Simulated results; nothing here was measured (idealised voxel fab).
You're looking at the process module voxel fin reveal.
In the cross-section labelled cut, the width is 260 nm and each square cell is 5 nm.
Cross-section format: a grid of square cells, given as bands from top to bottom; each band is one or more rows of cells. In this notation a band is specified by the heights of its top and bottom, in that order and in nm, after which its materials appear from left to right, each paired with its width in nm. The word "edge to edge" attached to a single material means that material fills the band from edge to edge; the word "blank" stands for empty space. Where do heights start? At 0: under that level the wafer as delivered is made of one material only. And the lowest band has no floor; it just carries on downward, as in "top 0, no bottom". The width entry "30->40" should be interpreted row by row: the top row of cells in the band takes the first number, the bottom row takes the second number, and the change between adjacent rows is uniform throughout. Key: "same as before" - step with no changed cell in the cross-section. "Enclosed void listing": empty spaces of 8 cells or more with no open way to the top, each given as width x height at distance, distance from the left edge, all in nm. Formally, on a step line, whatever follows the settings is a remark that the simulator itself makes on the step. The line of a step may include "overlay nm". On a step with a mask, this value is how far to the right of its planned place the mask lay. A negative value means the mask lay to the left. Quick note on how to read the rest: it's all pairs. You get the cross-section before a process step and the one after, but the after one only goes down as far as the lowest band that changed. The step in between, with its settings, sits under the pair. Heads up, the pairs can come from different runs of this module on the same starting wafer, so don't assume a pair picks up from the one above unless its "before" entry says it does.

before:
    top 0, no bottom  Si edge to edge
    Enclosed void listing: none

Post-Step Appearance:
    top 5, bottom 0  SiN edge to edge
    Note: structure below 0 unchanged.
    Enclosed void listing: none
Between the two cross-sections above, the process step reads CONFORMAL_DEP (material SiN; thk nm 5)

before: nothing new to draw here, it's the after view of the pair just above.

Post-Step Appearance:
    top 25, bottom 5  blank 80, then resist 15, then blank 25, then resist 15, then blank 25, then resist 15, then blank 85
    Note: structure below 5 unchanged.
    Enclosed void listing: none
Between the two cross-sections above, the process step reads PATTERN (tone cover; mask id FINS; material resist; width nm 15; pitch nm 40; thk nm 20; overlay nm 0)

before: nothing new to draw here, it's the after view of the pair just above.

Post-Step Appearance:
    top 25, bottom 5  blank 80, then resist 15, then blank 25, then resist 15, then blank 25, then resist 15, then blank 85
    top 5, bottom 0  blank 80, then SiN 15, then blank 25, then SiN 15, then blank 25, then SiN 15, then blank 85
    Note: structure below 0 unchanged.
    Enclosed void listing: none
Between the two cross-sections above, the process step reads DIRECTIONAL_ETCH (etch materials SiN; depth nm 5)

before: nothing new to draw here, it's the after view of the pair just above.

Post-Step Appearance:
    top 25, bottom 5  blank 80, then resist 15, then blank 25, then resist 15, then blank 25, then resist 15, then blank 85
    top 5, bottom 0  blank 80, then SiN 15, then blank 25, then SiN 15, then blank 25, then SiN 15, then blank 85
    top 0, bottom -30  blank 80, then Si 15, then blank 25, then Si 15, then blank 25, then Si 15, then blank 85
    Note: structure below -30 unchanged.
    Enclosed void listing: none
Between the two cross-sections above, the process step reads DIRECTIONAL_ETCH (etch materials Si; depth nm 30)

before: nothing new to draw here, it's the after view of the pair just above.

Post-Step Appearance:
    top 5, bottom 0  blank 80, then SiN 15, then blank 25, then SiN 15, then blank 25, then SiN 15, then blank 85
    Note: structure below 0 unchanged.
    Enclosed void listing: none
Between the two cross-sections above, the process step reads STRIP (etch materials resist)

before: nothing new to draw here, it's the after view of the pair just above.

Post-Step Appearance:
    top 5, bottom 0  blank 80, then SiN 15, then blank 25, then SiN 15, then blank 25, then SiN 15, then blank 85
    top 0, bottom -30  blank 80, then SiO2 5, then Si 5, then SiO2 5, then blank 25, then SiO2 5, then Si 5, then SiO2 5, then blank 25, then SiO2 5, then Si 5, then SiO2 5, then blank 85
    top -30, bottom -35  SiO2 85, then Si 5, then SiO2 35, then Si 5, then SiO2 35, then Si 5, then SiO2 90
    Note: structure below -35 unchanged.
    Enclosed void listing: none
Between the two cross-sections above, the process step reads OXIDIZE (depth nm 5)

before: nothing new to draw here, it's the after view of the pair just above.

Post-Step Appearance:
    top 20, bottom 5  SiO2 edge to edge
    top 5, bottom 0  SiO2 80, then SiN 15, then SiO2 25, then SiN 15, then SiO2 25, then SiN 15, then SiO2 85
    top 0, bottom -35  SiO2 85, then Si 5, then SiO2 35, then Si 5, then SiO2 35, then Si 5, then SiO2 90
    Note: structure below -35 unchanged.
    Enclosed void listing: none
Between the two cross-sections above, the process step reads FILL_DEP (material SiO2; thk nm 15)

before: nothing new to draw here, it's the after view of the pair just above.

Post-Step Appearance:
    top 5, bottom 0  SiO2 80, then SiN 15, then SiO2 25, then SiN 15, then SiO2 25, then SiN 15, then SiO2 85
    Note: structure below 0 unchanged.
    Enclosed void listing: none
Between the two cross-sections above, the process step reads CMP (height nm 5)

before: nothing new to draw here, it's the after view of the pair just above.

Post-Step Appearance:
    top 5, bottom 0  blank 80, then SiN 15, then blank 25, then SiN 15, then blank 25, then SiN 15, then blank 85
    top 0, bottom -10  blank 85, then Si 5, then blank 35, then Si 5, then blank 35, then Si 5, then blank 90
    Note: structure below -10 unchanged.
    Enclosed void listing: none
Between the two cross-sections above, the process step reads SELECTIVE_ETCH (etch materials SiO2; depth nm 15)

before: nothing new to draw here, it's the after view of the pair just above.

Post-Step Appearance:
    top 0, bottom -10  blank 85, then Si 5, then blank 35, then Si 5, then blank 35, then Si 5, then blank 90
    Note: structure below -10 unchanged.
    Enclosed void listing: none
Between the two cross-sections above, the process step reads STRIP (etch materials SiN)

before: nothing new to draw here, it's the after view of the pair just above.

Post-Step Appearance:
    top 5, bottom 0  blank 80, then HfO2 15, then blank 25, then HfO2 15, then blank 25, then HfO2 15, then blank 85
    top 0, bottom -5  blank 80, then HfO2 5, then Si 5, then HfO2 5, then blank 25, then HfO2 5, then Si 5, then HfO2 5, then blank 25, then HfO2 5, then Si 5, then HfO2 5, then blank 85
    top -5, bottom -10  HfO2 85, then Si 5, then HfO2 35, then Si 5, then HfO2 35, then Si 5, then HfO2 90
    Note: structure below -10 unchanged.
    Enclosed void listing: none
Between the two cross-sections above, the process step reads CONFORMAL_DEP (material HfO2; thk nm 5)

before:
    top 5, bottom 0  blank 80, then SiN 15, then blank 25, then SiN 15, then blank 25, then SiN 15, then blank 85
    top 0, bottom -10  blank 85, then Si 5, then blank 35, then Si 5, then blank 35, then Si 5, then blank 90
    top -10, bottom -35  SiO2 85, then Si 5, then SiO2 35, then Si 5, then SiO2 35, then Si 5, then SiO2 90
    top -35, no bottom  Si edge to edge
    Enclosed void listing: none

Post-Step Appearance:
    top 5, bottom 0  blank 80, then SiN 15, then blank 25, then SiN 15, then blank 25, then SiN 15, then blank 85
    top 0, bottom -25  blank 85, then Si 5, then blank 35, then Si 5, then blank 35, then Si 5, then blank 90
    Note: structure below -25 unchanged.
    Enclosed void listing: none
Between the two cross-sections above, the process step reads SELECTIVE_ETCH (etch materials SiO2; depth nm 15)

before: nothing new to draw here, it's the after view of the pair just above.

Post-Step Appearance:
    top 0, bottom -25  blank 85, then Si 5, then blank 35, then Si 5, then blank 35, then Si 5, then blank 90
    Note: structure below -25 unchanged.
    Enclosed void listing: none
Between the two cross-sections above, the process step reads STRIP (etch materials SiN)

before: nothing new to draw here, it's the after view of the pair just above.

Post-Step Appearance:
    top 5, bottom 0  blank 80, then HfO2 15, then blank 25, then HfO2 15, then blank 25, then HfO2 15, then blank 85
    top 0, bottom -20  blank 80, then HfO2 5, then Si 5, then HfO2 5, then blank 25, then HfO2 5, then Si 5, then HfO2 5, then blank 25, then HfO2 5, then Si 5, then HfO2 5, then blank 85
    top -20, bottom -25  HfO2 85, then Si 5, then HfO2 35, then Si 5, then HfO2 35, then Si 5, then HfO2 90
    Note: structure below -25 unchanged.
    Enclosed void listing: none
Between the two cross-sections above, the process step reads CONFORMAL_DEP (material HfO2; thk nm 5)

before:
    top 5, bottom 0  SiO2 80, then SiN 15, then SiO2 25, then SiN 15, then SiO2 25, then SiN 15, then SiO2 85
    top 0, bottom -35  SiO2 85, then Si 5, then SiO2 35, then Si 5, then SiO2 35, then Si 5, then SiO2 90
    top -35, no bottom  Si edge to edge
    Enclosed void listing: none

Post-Step Appearance:
    top 5, bottom 0  SiO2 80, then blank 15, then SiO2 25, then blank 15, then SiO2 25, then blank 15, then SiO2 85
    Note: structure below 0 unchanged.
    Enclosed void listing: none
Between the two cross-sections above, the process step reads STRIP (etch materials SiN)

before: nothing new to draw here, it's the after view of the pair just above.

Post-Step Appearance:
    top 0, bottom -10  blank 85, then Si 5, then blank 35, then Si 5, then blank 35, then Si 5, then blank 90
    top -10, bottom -15  SiO2 65, then blank 20, then Si 5, then blank 35, then Si 5, then blank 35, then Si 5, then blank 20, then SiO2 70
    Note: structure below -15 unchanged.
    Enclosed void listing: none
Between the two cross-sections above, the process step reads SELECTIVE_ETCH (etch materials SiO2; depth nm 15)

before: nothing new to draw here, it's the after view of the pair just above.

Post-Step Appearance:
    top 5, bottom 0  blank 80, then HfO2 15, then blank 25, then HfO2 15, then blank 25, then HfO2 15, then blank 85
    top 0, bottom -5  blank 80, then HfO2 5, then Si 5, then HfO2 5, then blank 25, then HfO2 5, then Si 5, then HfO2 5, then blank 25, then HfO2 5, then Si 5, then HfO2 5, then blank 85
    top -5, bottom -10  HfO2 70, then blank 10, then HfO2 5, then Si 5, then HfO2 5, then blank 25, then HfO2 5, then Si 5, then HfO2 5, then blank 25, then HfO2 5, then Si 5, then HfO2 5, then blank 10, then HfO2 75
    top -10, bottom -15  SiO2 65, then HfO2 20, then Si 5, then HfO2 35, then Si 5, then HfO2 35, then Si 5, then HfO2 20, then SiO2 70
    Note: structure below -15 unchanged.
    Enclosed void listing: none
Between the two cross-sections above, the process step reads CONFORMAL_DEP (material HfO2; thk nm 5)

before:
    top 25, bottom 5  blank 80, then resist 15, then blank 25, then resist 15, then blank 25, then resist 15, then blank 85
    top 5, bottom 0  blank 80, then SiN 15, then blank 25, then SiN 15, then blank 25, then SiN 15, then blank 85
    top 0, no bottom  Si edge to edge
    Enclosed void listing: none

Post-Step Appearance:
    top 25, bottom 5  blank 80, then resist 15, then blank 25, then resist 15, then blank 25, then resist 15, then blank 85
    top 5, bottom 0  blank 80, then SiN 15, then blank 25, then SiN 15, then blank 25, then SiN 15, then blank 85
    top 0, bottom -20  blank 80, then Si 15, then blank 25, then Si 15, then blank 25, then Si 15, then blank 85
    Note: structure below -20 unchanged.
    Enclosed void listing: none
Between the two cross-sections above, the process step reads DIRECTIONAL_ETCH (etch materials Si; depth nm 20)

before: nothing new to draw here, it's the after view of the pair just above.

Post-Step Appearance:
    top 5, bottom 0  blank 80, then SiN 15, then blank 25, then SiN 15, then blank 25, then SiN 15, then blank 85
    Note: structure below 0 unchanged.
    Enclosed void listing: none
Between the two cross-sections above, the process step reads STRIP (etch materials resist)

before: nothing new to draw here, it's the after view of the pair just above.

Post-Step Appearance:
    top 5, bottom 0  blank 80, then SiN 15, then blank 25, then SiN 15, then blank 25, then SiN 15, then blank 85
    top 0, bottom -20  blank 80, then SiO2 5, then Si 5, then SiO2 5, then blank 25, then SiO2 5, then Si 5, then SiO2 5, then blank 25, then SiO2 5, then Si 5, then SiO2 5, then blank 85
    top -20, bottom -25  SiO2 85, then Si 5, then SiO2 35, then Si 5, then SiO2 35, then Si 5, then SiO2 90
    Note: structure below -25 unchanged.
    Enclosed void listing: none
Between the two cross-sections above, the process step reads OXIDIZE (depth nm 5)

before: nothing new to draw here, it's the after view of the pair just above.

Post-Step Appearance:
    top 20, bottom 5  SiO2 edge to edge
    top 5, bottom 0  SiO2 80, then SiN 15, then SiO2 25, then SiN 15, then SiO2 25, then SiN 15, then SiO2 85
    top 0, bottom -25  SiO2 85, then Si 5, then SiO2 35, then Si 5, then SiO2 35, then Si 5, then SiO2 90
    Note: structure below -25 unchanged.
    Enclosed void listing: none
Between the two cross-sections above, the process step reads FILL_DEP (material SiO2; thk nm 15)

before: nothing new to draw here, it's the after view of the pair just above.

Post-Step Appearance:
    top 5, bottom 0  SiO2 80, then SiN 15, then SiO2 25, then SiN 15, then SiO2 25, then SiN 15, then SiO2 85
    Note: structure below 0 unchanged.
    Enclosed void listing: none
Between the two cross-sections above, the process step reads CMP (height nm 5)

before: nothing new to draw here, it's the after view of the pair just above.

Post-Step Appearance:
    top 5, bottom 0  blank 80, then SiN 15, then blank 25, then SiN 15, then blank 25, then SiN 15, then blank 85
    top 0, bottom -10  blank 85, then Si 5, then blank 35, then Si 5, then blank 35, then Si 5, then blank 90
    Note: structure below -10 unchanged.
    Enclosed void listing: none
Between the two cross-sections above, the process step reads SELECTIVE_ETCH (etch materials SiO2; depth nm 15)

before: nothing new to draw here, it's the after view of the pair just above.

Post-Step Appearance:
    top 0, bottom -10  blank 85, then Si 5, then blank 35, then Si 5, then blank 35, then Si 5, then blank 90
    Note: structure below -10 unchanged.
    Enclosed void listing: none
Between the two cross-sections above, the process step reads STRIP (etch materials SiN)

before: nothing new to draw here, it's the after view of the pair just above.

Post-Step Appearance:
    top 5, bottom 0  blank 80, then HfO2 15, then blank 25, then HfO2 15, then blank 25, then HfO2 15, then blank 85
    top 0, bottom -5  blank 80, then HfO2 5, then Si 5, then HfO2 5, then blank 25, then HfO2 5, then Si 5, then HfO2 5, then blank 25, then HfO2 5, then Si 5, then HfO2 5, then blank 85
    top -5, bottom -10  HfO2 85, then Si 5, then HfO2 35, then Si 5, then HfO2 35, then Si 5, then HfO2 90
    Note: structure below -10 unchanged.
    Enclosed void listing: none
Between the two cross-sections above, the process step reads CONFORMAL_DEP (material HfO2; thk nm 5)

before:
    top 5, bottom 0  SiN edge to edge
    top 0, no bottom  Si edge to edge
    Enclosed void listing: none

Post-Step Appearance:
    top 25, bottom 5  blank 75, then resist 25, then blank 15, then resist 25, then blank 15, then resist 25, then blank 80
    Note: structure below 5 unchanged.
    Enclosed void listing: none
Between the two cross-sections above, the process step reads PATTERN (tone cover; mask id FINS; material resist; width nm 25; pitch nm 40; thk nm 20; overlay nm 0)

before: nothing new to draw here, it's the after view of the pair just above.

Post-Step Appearance:
    top 25, bottom 5  blank 75, then resist 25, then blank 15, then resist 25, then blank 15, then resist 25, then blank 80
    top 5, bottom 0  blank 75, then SiN 25, then blank 15, then SiN 25, then blank 15, then SiN 25, then blank 80
    Note: structure below 0 unchanged.
    Enclosed void listing: none
Between the two cross-sections above, the process step reads DIRECTIONAL_ETCH (etch materials SiN; depth nm 5)

before: nothing new to draw here, it's the after view of the pair just above.

Post-Step Appearance:
    top 25, bottom 5  blank 75, then resist 25, then blank 15, then resist 25, then blank 15, then resist 25, then blank 80
    top 5, bottom 0  blank 75, then SiN 25, then blank 15, then SiN 25, then blank 15, then SiN 25, then blank 80
    top 0, bottom -30  blank 75, then Si 25, then blank 15, then Si 25, then blank 15, then Si 25, then blank 80
    Note: structure below -30 unchanged.
    Enclosed void listing: none
Between the two cross-sections above, the process step reads DIRECTIONAL_ETCH (etch materials Si; depth nm 30)

before: nothing new to draw here, it's the after view of the pair just above.

Post-Step Appearance:
    top 5, bottom 0  blank 75, then SiN 25, then blank 15, then SiN 25, then blank 15, then SiN 25, then blank 80
    Note: structure below 0 unchanged.
    Enclosed void listing: none
Between the two cross-sections above, the process step reads STRIP (etch materials resist)

before: nothing new to draw here, it's the after view of the pair just above.

Post-Step Appearance:
    top 5, bottom 0  blank 75, then SiN 25, then blank 15, then SiN 25, then blank 15, then SiN 25, then blank 80
    top 0, bottom -30  blank 75, then SiO2 5, then Si 15, then SiO2 5, then blank 15, then SiO2 5, then Si 15, then SiO2 5, then blank 15, then SiO2 5, then Si 15, then SiO2 5, then blank 80
    top -30, bottom -35  SiO2 80, then Si 15, then SiO2 25, then Si 15, then SiO2 25, then Si 15, then SiO2 85
    Note: structure below -35 unchanged.
    Enclosed void listing: none
Between the two cross-sections above, the process step reads OXIDIZE (depth nm 5)

before: nothing new to draw here, it's the after view of the pair just above.

Post-Step Appearance:
    top 20, bottom 5  SiO2 edge to edge
    top 5, bottom 0  SiO2 75, then SiN 25, then SiO2 15, then SiN 25, then SiO2 15, then SiN 25, then SiO2 80
    top 0, bottom -35  SiO2 80, then Si 15, then SiO2 25, then Si 15, then SiO2 25, then Si 15, then SiO2 85
    Note: structure below -35 unchanged.
    Enclosed void listing: none
Between the two cross-sections above, the process step reads FILL_DEP (material SiO2; thk nm 15)

before: nothing new to draw here, it's the after view of the pair just above.

Post-Step Appearance:
    top 5, bottom 0  SiO2 75, then SiN 25, then SiO2 15, then SiN 25, then SiO2 15, then SiN 25, then SiO2 80
    Note: structure below 0 unchanged.
    Enclosed void listing: none
Between the two cross-sections above, the process step reads CMP (height nm 5)

before: nothing new to draw here, it's the after view of the pair just above.

Post-Step Appearance:
    top 5, bottom 0  blank 75, then SiN 25, then blank 15, then SiN 25, then blank 15, then SiN 25, then blank 80
    top 0, bottom -10  blank 80, then Si 15, then blank 25, then Si 15, then blank 25, then Si 15, then blank 85
    Note: structure below -10 unchanged.
    Enclosed void listing: none
Between the two cross-sections above, the process step reads SELECTIVE_ETCH (etch materials SiO2; depth nm 15)

before: nothing new to draw here, it's the after view of the pair just above.

Post-Step Appearance:
    top 0, bottom -10  blank 80, then Si 15, then blank 25, then Si 15, then blank 25, then Si 15, then blank 85
    Note: structure below -10 unchanged.
    Enclosed void listing: none
Between the two cross-sections above, the process step reads STRIP (etch materials SiN)

before: nothing new to draw here, it's the after view of the pair just above.

Post-Step Appearance:
    top 5, bottom 0  blank 75, then HfO2 25, then blank 15, then HfO2 25, then blank 15, then HfO2 25, then blank 80
    top 0, bottom -5  blank 75, then HfO2 5, then Si 15, then HfO2 5, then blank 15, then HfO2 5, then Si 15, then HfO2 5, then blank 15, then HfO2 5, then Si 15, then HfO2 5, then blank 80
    top -5, bottom -10  HfO2 80, then Si 15, then HfO2 25, then Si 15, then HfO2 25, then Si 15, then HfO2 85
    Note: structure below -10 unchanged.
    Enclosed void listing: none
Between the two cross-sections above, the process step reads CONFORMAL_DEP (material HfO2; thk nm 5)

before:
    top 5, bottom 0  SiN edge to edge
    top 0, no bottom  Si edge to edge
    Enclosed void listing: none

Post-Step Appearance:
    top 25, bottom 5  blank 90, then resist 15, then blank 25, then resist 15, then blank 25, then resist 15, then blank 75
    Note: structure below 5 unchanged.
    Enclosed void listing: none
Between the two cross-sections above, the process step reads PATTERN (tone cover; mask id FINS; material resist; width nm 15; pitch nm 40; thk nm 20; overlay nm 10)

before: nothing new to draw here, it's the after view of the pair just above.

Post-Step Appearance:
    top 25, bottom 5  blank 90, then resist 15, then blank 25, then resist 15, then blank 25, then resist 15, then blank 75
    top 5, bottom 0  blank 90, then SiN 15, then blank 25, then SiN 15, then blank 25, then SiN 15, then blank 75
    Note: structure below 0 unchanged.
    Enclosed void listing: none
Between the two cross-sections above, the process step reads DIRECTIONAL_ETCH (etch materials SiN; depth nm 5)

before: nothing new to draw here, it's the after view of the pair just above.

Post-Step Appearance:
    top 25, bottom 5  blank 90, then resist 15, then blank 25, then resist 15, then blank 25, then resist 15, then blank 75
    top 5, bottom 0  blank 90, then SiN 15, then blank 25, then SiN 15, then blank 25, then SiN 15, then blank 75
    top 0, bottom -30  blank 90, then Si 15, then blank 25, then Si 15, then blank 25, then Si 15, then blank 75
    Note: structure below -30 unchanged.
    Enclosed void listing: none
Between the two cross-sections above, the process step reads DIRECTIONAL_ETCH (etch materials Si; depth nm 30)

before: nothing new to draw here, it's the after view of the pair just above.

Post-Step Appearance:
    top 5, bottom 0  blank 90, then SiN 15, then blank 25, then SiN 15, then blank 25, then SiN 15, then blank 75
    Note: structure below 0 unchanged.
    Enclosed void listing: none
Between the two cross-sections above, the process step reads STRIP (etch materials resist)

before: nothing new to draw here, it's the after view of the pair just above.

Post-Step Appearance:
    top 5, bottom 0  blank 90, then SiN 15, then blank 25, then SiN 15, then blank 25, then SiN 15, then blank 75
    top 0, bottom -30  blank 90, then SiO2 5, then Si 5, then SiO2 5, then blank 25, then SiO2 5, then Si 5, then SiO2 5, then blank 25, then SiO2 5, then Si 5, then SiO2 5, then blank 75
    top -30, bottom -35  SiO2 95, then Si 5, then SiO2 35, then Si 5, then SiO2 35, then Si 5, then SiO2 80
    Note: structure below -35 unchanged.
    Enclosed void listing: none
Between the two cross-sections above, the process step reads OXIDIZE (depth nm 5)

before: nothing new to draw here, it's the after view of the pair just above.

Post-Step Appearance:
    top 20, bottom 5  SiO2 edge to edge
    top 5, bottom 0  SiO2 90, then SiN 15, then SiO2 25, then SiN 15, then SiO2 25, then SiN 15, then SiO2 75
    top 0, bottom -35  SiO2 95, then Si 5, then SiO2 35, then Si 5, then SiO2 35, then Si 5, then SiO2 80
    Note: structure below -35 unchanged.
    Enclosed void listing: none
Between the two cross-sections above, the process step reads FILL_DEP (material SiO2; thk nm 15)

before: nothing new to draw here, it's the after view of the pair just above.

Post-Step Appearance:
    top 5, bottom 0  SiO2 90, then SiN 15, then SiO2 25, then SiN 15, then SiO2 25, then SiN 15, then SiO2 75
    Note: structure below 0 unchanged.
    Enclosed void listing: none
Between the two cross-sections above, the process step reads CMP (height nm 5)

before: nothing new to draw here, it's the after view of the pair just above.

Post-Step Appearance:
    top 5, bottom 0  blank 90, then SiN 15, then blank 25, then SiN 15, then blank 25, then SiN 15, then blank 75
    top 0, bottom -10  blank 95, then Si 5, then blank 35, then Si 5, then blank 35, then Si 5, then blank 80
    Note: structure below -10 unchanged.
    Enclosed void listing: none
Between the two cross-sections above, the process step reads SELECTIVE_ETCH (etch materials SiO2; depth nm 15)

before: nothing new to draw here, it's the after view of the pair just above.

Post-Step Appearance:
    top 0, bottom -10  blank 95, then Si 5, then blank 35, then Si 5, then blank 35, then Si 5, then blank 80
    Note: structure below -10 unchanged.
    Enclosed void listing: none
Between the two cross-sections above, the process step reads STRIP (etch materials SiN)

before: nothing new to draw here, it's the after view of the pair just above.

Post-Step Appearance:
    top 5, bottom 0  blank 90, then HfO2 15, then blank 25, then HfO2 15, then blank 25, then HfO2 15, then blank 75
    top 0, bottom -5  blank 90, then HfO2 5, then Si 5, then HfO2 5, then blank 25, then HfO2 5, then Si 5, then HfO2 5, then blank 25, then HfO2 5, then Si 5, then HfO2 5, then blank 75
    top -5, bottom -10  HfO2 95, then Si 5, then HfO2 35, then Si 5, then HfO2 35, then Si 5, then HfO2 80
    Note: structure below -10 unchanged.
    Enclosed void listing: none
Between the two cross-sections above, the process step reads CONFORMAL_DEP (material HfO2; thk nm 5)

before:
    top 0, bottom -10  blank 85, then Si 5, then blank 35, then Si 5, then blank 35, then Si 5, then blank 90
    top -10, bottom -35  SiO2 85, then Si 5, then SiO2 35, then Si 5, then SiO2 35, then Si 5, then SiO2 90
    top -35, no bottom  Si edge to edge
    Enclosed void listing: none

Post-Step Appearance:
    top 5, bottom 0  blank 80, then SiN 15, then blank 25, then SiN 15, then blank 25, then SiN 15, then blank 85
    top 0, bottom -5  blank 80, then SiN 5, then Si 5, then SiN 5, then blank 25, then SiN 5, then Si 5, then SiN 5, then blank 25, then SiN 5, then Si 5, then SiN 5, then blank 85
    top -5, bottom -10  SiN 85, then Si 5, then SiN 35, then Si 5, then SiN 35, then Si 5, then SiN 90
    Note: structure below -10 unchanged.
    Enclosed void listing: none
Between the two cross-sections above, the process step reads CONFORMAL_DEP (material SiN; thk nm 5)

before:
    top 5, bottom 0  SiN edge to edge
    top 0, no bottom  Si edge to edge
    Enclosed void listing: none

Post-Step Appearance:
    top 25, bottom 5  resist 80, then blank 15, then resist 25, then blank 15, then resist 25, then blank 15, then resist 85
    Note: structure below 5 unchanged.
    Enclosed void listing: none
Between the two cross-sections above, the process step reads PATTERN (tone open; mask id FINS; material resist; width nm 15; pitch nm 40; thk nm 20; overlay nm 0)

before: nothing new to draw here, it's the after view of the pair just above.

Post-Step Appearance:
    top 25, bottom 5  resist 80, then blank 15, then resist 25, then blank 15, then resist 25, then blank 15, then resist 85
    top 5, bottom 0  SiN 80, then blank 15, then SiN 25, then blank 15, then SiN 25, then blank 15, then SiN 85
    Note: structure below 0 unchanged.
    Enclosed void listing: none
Between the two cross-sections above, the process step reads DIRECTIONAL_ETCH (etch materials SiN; depth nm 5)

before: nothing new to draw here, it's the after view of the pair just above.

Post-Step Appearance:
    top 25, bottom 5  resist 80, then blank 15, then resist 25, then blank 15, then resist 25, then blank 15, then resist 85
    top 5, bottom 0  SiN 80, then blank 15, then SiN 25, then blank 15, then SiN 25, then blank 15, then SiN 85
    top 0, bottom -30  Si 80, then blank 15, then Si 25, then blank 15, then Si 25, then blank 15, then Si 85
    Note: structure below -30 unchanged.
    Enclosed void listing: none
Between the two cross-sections above, the process step reads DIRECTIONAL_ETCH (etch materials Si; depth nm 30)

before: nothing new to draw here, it's the after view of the pair just above.

Post-Step Appearance:
    top 5, bottom 0  SiN 80, then blank 15, then SiN 25, then blank 15, then SiN 25, then blank 15, then SiN 85
    Note: structure below 0 unchanged.
    Enclosed void listing: none
Between the two cross-sections above, the process step reads STRIP (etch materials resist)

before: nothing new to draw here, it's the after view of the pair just above.

Post-Step Appearance:
    top 5, bottom 0  SiN 80, then blank 15, then SiN 25, then blank 15, then SiN 25, then blank 15, then SiN 85
    top 0, bottom -30  Si 75, then SiO2 5, then blank 15, then SiO2 5, then Si 15, then SiO2 5, then blank 15, then SiO2 5, then Si 15, then SiO2 5, then blank 15, then SiO2 5, then Si 80
    top -30, bottom -35  Si 75, then SiO2 25, then Si 15, then SiO2 25, then Si 15, then SiO2 25, then Si 80
    Note: structure below -35 unchanged.
    Enclosed void listing: none
Between the two cross-sections above, the process step reads OXIDIZE (depth nm 5)

before: nothing new to draw here, it's the after view of the pair just above.

Post-Step Appearance:
    top 20, bottom 5  SiO2 edge to edge
    top 5, bottom 0  SiN 80, then SiO2 15, then SiN 25, then SiO2 15, then SiN 25, then SiO2 15, then SiN 85
    top 0, bottom -35  Si 75, then SiO2 25, then Si 15, then SiO2 25, then Si 15, then SiO2 25, then Si 80
    Note: structure below -35 unchanged.
    Enclosed void listing: none
Between the two cross-sections above, the process step reads FILL_DEP (material SiO2; thk nm 15)

before: nothing new to draw here, it's the after view of the pair just above.

Post-Step Appearance:
    top 5, bottom 0  SiN 80, then SiO2 15, then SiN 25, then SiO2 15, then SiN 25, then SiO2 15, then SiN 85
    Note: structure below 0 unchanged.
    Enclosed void listing: none
Between the two cross-sections above, the process step reads CMP (height nm 5)

before: nothing new to draw here, it's the after view of the pair just above.

Post-Step Appearance:
    top 5, bottom 0  SiN 80, then blank 15, then SiN 25, then blank 15, then SiN 25, then blank 15, then SiN 85
    top 0, bottom -10  Si 75, then blank 25, then Si 15, then blank 25, then Si 15, then blank 25, then Si 80
    Note: structure below -10 unchanged.
    Enclosed void listing: none
Between the two cross-sections above, the process step reads SELECTIVE_ETCH (etch materials SiO2; depth nm 15)

before: nothing new to draw here, it's the after view of the pair just above.

Post-Step Appearance:
    top 0, bottom -10  Si 75, then blank 25, then Si 15, then blank 25, then Si 15, then blank 25, then Si 80
    Note: structure below -10 unchanged.
    Enclosed void listing: none
Between the two cross-sections above, the process step reads STRIP (etch materials SiN)

before: nothing new to draw here, it's the after view of the pair just above.

Post-Step Appearance:
    top 5, bottom 0  HfO2 80, then blank 15, then HfO2 25, then blank 15, then HfO2 25, then blank 15, then HfO2 85
    top 0, bottom -5  Si 75, then HfO2 5, then blank 15, then HfO2 5, then Si 15, then HfO2 5, then blank 15, then HfO2 5, then Si 15, then HfO2 5, then blank 15, then HfO2 5, then Si 80
    top -5, bottom -10  Si 75, then HfO2 25, then Si 15, then HfO2 25, then Si 15, then HfO2 25, then Si 80
    Note: structure below -10 unchanged.
    Enclosed void listing: none
Between the two cross-sections above, the process step reads CONFORMAL_DEP (material HfO2; thk nm 5)
